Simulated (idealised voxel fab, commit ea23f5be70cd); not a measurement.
The name of this process module is voxel fin reveal.
The cross-section on display is named cut; it measures 210 nm wide, and its cells are 5 nm squares.
Just so we're on the same page, the cross-sections are grids of square cells, and they're listed out in bands top to bottom, each band one or more rows deep.
It is stipulated that each band's entry specify, in nanometres, the height of the top of the band and then that of its bottom, followed by the materials of the band in left-to-right sequence, each together with its width in nanometres. A single material marked by the word "full width" is understood to fill the band from edge to edge; the word "blank" is understood to denote empty space.
Heights are expressed relative to 0, this being the level below which the as-received wafer comprises one material exclusively. The lowest band is unbounded in the downward direction and is denoted as in "z 0 and below".
Quick explanation for "30->40": the width changes in equal steps down the rows of cells, from the first number in the band's top row to the second number in its bottom row.
Where the words "no change" appear for a step, the cross-section shows no cell changed by that step; every cell remained as before.
Reported under the label "Enclosed cavity list" are the empty spaces having no open way to the top and comprising 8 cells or more; the notation for each is width x height at distance, in which the distance is measured from the left edge and all three values are in nm.
Text after the settings on a step's line: the simulator's own remark on that step.
The "overlay nm" setting may appear on a step's line; for a step that uses a mask, it gives how far to the right of its planned position the mask lay, and a negative value indicates the left.

Below is the list of planned process steps:
1,RECEIVE [material Si]
2,CONFORMAL_DEP [material SiN] [thk nm 10]
3,DIRECTIONAL_DEP [material aC] [thk nm 15]
4,PATTERN [tone cover] [mask id FINS] [material resist] [width nm 15] [pitch nm 40] [thk nm 35] [overlay nm 0]
5,DIRECTIONAL_ETCH [etch materials aC] [depth nm 15]
6,STRIP [etch materials resist]
7,DIRECTIONAL_ETCH [etch materials SiN] [depth nm 10]
8,DIRECTIONAL_ETCH [etch materials Si] [depth nm 35]
9,STRIP [etch materials aC]
10,FILL_DEP [material SiO2] [thk nm 5]
11,CMP [height nm 10]
12,SELECTIVE_ETCH [etch materials SiO2] [depth nm 30]
13,STRIP [etch materials SiN]
14,CONFORMAL_DEP [material SiO2] [thk nm 5]

Here's what the wafer looked like in cross-section when it arrived - that's after step 1:
    z 0 and below: Si full width
    Enclosed cavity list: none

End-of-module XS, first of two wafers, run as planned:
    z 5 to 0: blank=50 | SiO2=25 | blank=15 | SiO2=25 | blank=15 | SiO2=25 | blank=55
    z 0 to -15: blank=50 | SiO2=5 | Si=15 | SiO2=5 | blank=15 | SiO2=5 | Si=15 | SiO2=5 | blank=15 | SiO2=5 | Si=15 | SiO2=5 | blank=55
    z -15 to -35: SiO2=55 | Si=15 | SiO2=25 | Si=15 | SiO2=25 | Si=15 | SiO2=60
    z -35 and below: Si full width
    Enclosed cavity list: none

Cross-section of the latter of the two wafers at module completion. It had an identical start and an identical plan to the former; in running it, one mistake was made:
    z 0 to -20: blank=55 | Si=15 | blank=25 | Si=15 | blank=25 | Si=15 | blank=60
    z -20 to -35: SiO2=55 | Si=15 | SiO2=25 | Si=15 | SiO2=25 | Si=15 | SiO2=60
    z -35 and below: Si full width
    Enclosed cavity list: none
Error vs. plan: step 14 was dropped from the plan's execution and never run
Looking at both finished wafers in cells, the second ends up ahead of or behind the first on some materials: SiO2 -66
